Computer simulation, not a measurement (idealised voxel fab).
Process module under the name voxel ribs on slabs
Shown is cross-section cut, with a width of 285 nm and square cells of size 5 nm.
Cross-section = grid of square cells, listed top down in bands; band = one or more rows.
Look at the band entry: it leads with the top's height and the bottom's height in nm. Then it lists the materials left to right, with a width in nm for each. The word "edge to edge" on a single material says that material fills the band edge to edge. The word "empty" is empty space.
Basically, 0 is our baseline, since under it the wafer straight out of the box is all one material. The bottom band has no lower end and keeps on going down, so it looks like "0 nm and below".
The two numbers in a width such as "30..40" mark its ends across the band: the first belongs to the top row of cells, the second to the bottom row, and from each row to the next the width moves by the same amount.
The cross-section has no changed cell in any step marked "nothing got changed".
"Non-vented voids" contains a list of empty spaces, each no smaller than 8 cells and without an open way to the top, written in the form width x height at distance with the distance from the left edge and all three in nm.
after a step's settings: what the simulator itself notes on the step
"overlay nm" answers the question of how far to the right of plan the mask lay on a step that has a mask, and when it is negative the answer is to the left.
## The planned process steps are enumerated hereunder
step 1: op RECEIVE | material Si
step 2: op DIRECTIONAL_DEP | material SiO2 | thk nm 20
step 3: op DIRECTIONAL_DEP | material SiN | thk nm 20
step 4: op MASKED_ETCH | tone cover | mask id RIB | width nm 20 | etch materials SiN | depth nm 10 | overlay nm 0
step 5: op PATTERN | tone cover | mask id SLAB | material resist | width nm 60 | thk nm 20 | overlay nm 0
step 6: op DIRECTIONAL_ETCH | etch materials SiN | depth nm 10
step 7: op STRIP | etch materials resist
step 8: op FILL_DEP | material SiO2 | thk nm 20
step 9: op CMP | height nm 55
step 10: op DIRECTIONAL_DEP | material W | thk nm 10
step 11: op MASKED_ETCH | tone cover | mask id HEATER | width nm 30 | etch materials W | depth nm 10 | overlay nm 0
step 12: op CONFORMAL_DEP | material SiO2 | thk nm 10
## Incoming wafer, cross-sectional view, post step 1
0 nm and below = Si edge to edge
Non-vented voids: none
## Cross-section taken at module completion on the first of two wafers; processed per the plan
75 nm to 65 nm = empty (115)  SiO2 (50)  empty (120)
65 nm to 55 nm = SiO2 (125)  W (30)  SiO2 (130)
55 nm to 40 nm = SiO2 edge to edge
40 nm to 30 nm = SiO2 (130)  SiN (20)  SiO2 (135)
30 nm to 20 nm = SiO2 (110)  SiN (60)  SiO2 (115)
20 nm to 0 nm = SiO2 edge to edge
0 nm and below = Si edge to edge
Non-vented voids: none
## Wafer two, sectioned after the module: the first wafer's start, the first wafer's plan, and one mistake in how it was run
75 nm to 65 nm = SiO2 (135)  empty (10)  SiO2 (140)
65 nm to 55 nm = W (125)  SiO2 (30)  W (130)
55 nm to 40 nm = SiO2 edge to edge
40 nm to 30 nm = SiO2 (130)  SiN (20)  SiO2 (135)
30 nm to 20 nm = SiO2 (110)  SiN (60)  SiO2 (115)
20 nm to 0 nm = SiO2 edge to edge
0 nm and below = Si edge to edge
Non-vented voids: none
Finding, execution versus plan: rather than as planned, step 11 actually ran as op MASKED_ETCH | tone open | mask id HEATER | width nm 30 | etch materials W | depth nm 10 | overlay nm 0
Final tally in cells, some materials are higher or lower on the second wafer than on the first: 90 more of W
